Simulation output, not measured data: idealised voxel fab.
This is a process module. Its name is voxel gate over fins.
Shown is cross-section cut, with a width of 240 nm and square cells of size 5 nm.
In what follows, cross-sections appear as grids of square cells, described through bands that run from the top down, where every band is one or more rows of cells. Heads up on the band format: heights come first, top then bottom, in nm. After that it's the materials left to right, each with its width in nm. A single material flagged "all across" fills the whole band edge to edge, and "air" means there's empty space there. Heads up on the height convention: 0 is the point under which the incoming wafer is all one material, and the lowest band has no bottom, it just keeps going down, like "0 nm and below". So if you see something like "30 to 40" for the width, read it as the top row of the band sitting at the first number and the bottom row at the second, with every row in between moving by the same amount as the last. "no change occurred" after a step means that no cell of the cross-section changed. Listed in "Closed internal cavities": every empty space of 8 or more cells without an open way to the top. Form: width x height at distance, the distance being from the left edge, all in nm. On each step's line, the part that comes after the settings is the simulator's own comment on the step. Each step line may optionally specify "overlay nm", which for a step with a mask gives the rightward distance between the mask's planned place and where it lay, a negative value indicating the leftward direction.

[Intended process steps]
1. RECEIVE (material Si)
2. CONFORMAL_DEP (material SiN; thk nm 10)
3. PATTERN (tone cover; mask id FINS; material resist; width nm 15; pitch nm 35; thk nm 15; overlay nm -15)
4. DIRECTIONAL_ETCH (etch materials SiN; depth nm 10)
5. DIRECTIONAL_ETCH (etch materials Si; depth nm 40)
6. STRIP (etch materials resist)
7. FILL_DEP (material SiO2; thk nm 10)
8. CMP (height nm 10)
9. SELECTIVE_ETCH (etch materials SiO2; depth nm 20)
10. STRIP (etch materials SiN)
11. CONFORMAL_DEP (material HfO2; thk nm 5)
12. CONFORMAL_DEP (material TiN; thk nm 5)
13. CONFORMAL_DEP (material TiAl; thk nm 5)
14. CONFORMAL_DEP (material TiN; thk nm 5)
15. FILL_DEP (material W; thk nm 10)
16. CMP (height nm 25)
17. CONFORMAL_DEP (material SiCN; thk nm 10)
Across this set of wafers, the varied parameter is the overlay nm of step 3. Starting conditions are identical for every wafer, and the plan reports the value assigned to the first wafer.

[Step 1 complete: as-received cross-section of the first of several wafers]
  0 nm and below | Si all across
  Closed internal cavities: none

[Module finished, last step 17 done: cross-section of the first of several wafers]
  35 nm to 25 nm | SiCN all across
  25 nm to 20 nm | W all across
  20 nm to 15 nm | 40 W / 125 TiN / 75 W
  15 nm to 10 nm | 40 W / 5 TiN / 115 TiAl / 5 TiN / 75 W
  10 nm to 5 nm | 45 TiN / 5 TiAl / 105 TiN / 5 TiAl / 80 TiN
  5 nm to 0 nm | 50 TiAl / 5 TiN / 25 HfO2 / 10 TiN / 25 HfO2 / 10 TiN / 25 HfO2 / 5 TiN / 85 TiAl
  0 nm to -5 nm | 55 TiN / 5 HfO2 / 15 Si / 5 HfO2 / 10 TiN / 5 HfO2 / 15 Si / 5 HfO2 / 10 TiN / 5 HfO2 / 15 Si / 5 HfO2 / 90 TiN
  -5 nm to -10 nm | 60 HfO2 / 15 Si / 20 HfO2 / 15 Si / 20 HfO2 / 15 Si / 95 HfO2
  -10 nm to -40 nm | 60 SiO2 / 15 Si / 20 SiO2 / 15 Si / 20 SiO2 / 15 Si / 95 SiO2
  -40 nm and below | Si all across
  Closed internal cavities: none

[Cross-section at module completion, last wafer]
  35 nm to 25 nm | SiCN all across
  25 nm to 20 nm | W all across
  20 nm to 15 nm | 70 W / 125 TiN / 45 W
  15 nm to 10 nm | 70 W / 5 TiN / 115 TiAl / 5 TiN / 45 W
  10 nm to 5 nm | 75 TiN / 5 TiAl / 105 TiN / 5 TiAl / 50 TiN
  5 nm to 0 nm | 80 TiAl / 5 TiN / 25 HfO2 / 10 TiN / 25 HfO2 / 10 TiN / 25 HfO2 / 5 TiN / 55 TiAl
  0 nm to -5 nm | 85 TiN / 5 HfO2 / 15 Si / 5 HfO2 / 10 TiN / 5 HfO2 / 15 Si / 5 HfO2 / 10 TiN / 5 HfO2 / 15 Si / 5 HfO2 / 60 TiN
  -5 nm to -10 nm | 90 HfO2 / 15 Si / 20 HfO2 / 15 Si / 20 HfO2 / 15 Si / 65 HfO2
  -10 nm to -40 nm | 90 SiO2 / 15 Si / 20 SiO2 / 15 Si / 20 SiO2 / 15 Si / 65 SiO2
  -40 nm and below | Si all across
  Closed internal cavities: none

[Below, a row for every wafer. Read it as the end-of-module picture: for each material the wafer shows its cells gained (+) or lost (-) since it was received, and then its closed voids]
overlay nm -15 | +60 HfO2 | -312 Si | +96 SiCN | +234 SiO2 | +52 TiAl | +112 TiN | +94 W | Closed internal cavities: none
overlay nm -10 | +60 HfO2 | -312 Si | +96 SiCN | +234 SiO2 | +52 TiAl | +112 TiN | +94 W | Closed internal cavities: none
overlay nm -5 | +60 HfO2 | -312 Si | +96 SiCN | +234 SiO2 | +52 TiAl | +112 TiN | +94 W | Closed internal cavities: none
overlay nm 0 | +60 HfO2 | -312 Si | +96 SiCN | +234 SiO2 | +52 TiAl | +112 TiN | +94 W | Closed internal cavities: none
overlay nm 5 | +60 HfO2 | -312 Si | +96 SiCN | +234 SiO2 | +52 TiAl | +112 TiN | +94 W | Closed internal cavities: none
overlay nm 10 | +60 HfO2 | -312 Si | +96 SiCN | +234 SiO2 | +52 TiAl | +112 TiN | +94 W | Closed internal cavities: none
overlay nm 15 | +60 HfO2 | -312 Si | +96 SiCN | +234 SiO2 | +52 TiAl | +112 TiN | +94 W | Closed internal cavities: none
